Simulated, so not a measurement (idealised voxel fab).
process module | voxel double patterning
cross-section cut | 190 nm wide | cells 5 nm
A cross-section is a grid of square cells, given in bands from the top down. A band is one or more rows of cells.
Each band's line starts with the height of the band's top and of its bottom, in nm. Then come its materials from left to right, each with its width in nm. One material with "throughout" fills the band from edge to edge. "air" is empty space.
Height 0 is the level under which the wafer as received is all one material. The lowest band goes on downwards, as in "0 down".
A width such as "30 to 40" changes by the same amount from each row of cells to the next, from the band's top row to its bottom row.
"no change" after a step means that no cell of the cross-section changed.
closed voids: empty space of 8 cells or more with no open way to the top, each as width x height at its distance from the left edge, in nm
after a step's settings: what the simulator itself notes on the step
overlay nm, on a step with a mask: how far to the right of its planned place the mask lay; to the left if negative
plan
1 op RECEIVE | material Si
2 op CONFORMAL_DEP | material SiO2 | thk nm 5
3 op DIRECTIONAL_DEP | material polySi | thk nm 10
4 op DIRECTIONAL_DEP | material SiCN | thk nm 5
5 op DIRECTIONAL_DEP | material aC | thk nm 15
6 op PATTERN | tone open | mask id FIRST | material resist | width nm 15 | pitch nm 50 | thk nm 35 | overlay nm 0
7 op DIRECTIONAL_ETCH | etch materials aC | depth nm 15
8 op STRIP | etch materials resist
9 op DIRECTIONAL_ETCH | etch materials SiCN | depth nm 5
10 op STRIP | etch materials aC
11 op MASKED_ETCH | tone open | mask id SECOND | width nm 15 | pitch nm 50 | etch materials SiCN | depth nm 5 | overlay nm 0
12 op DIRECTIONAL_ETCH | etch materials polySi | depth nm 10
13 op STRIP | etch materials SiCN
as received, after step 1
  0 down: Si throughout
  closed voids: none
first wafer at the end, as planned
  15 to 5: polySi 35 | air 15 | polySi 10 | air 15 | polySi 10 | air 15 | polySi 10 | air 15 | polySi 10 | air 15 | polySi 40
  5 to 0: SiO2 throughout
  0 down: Si throughout
  closed voids: none
second wafer at the end: like start, like plan, one mistake
  20 to 15: SiO2 throughout
  15 to 5: polySi throughout
  5 to 0: SiO2 throughout
  0 down: Si throughout
  closed voids: none
what went wrong: step 4 ran as: op DIRECTIONAL_DEP | material SiO2 | thk nm 5
at the end the second wafer has, in cells: 38 more of SiO2 | 30 more of polySi
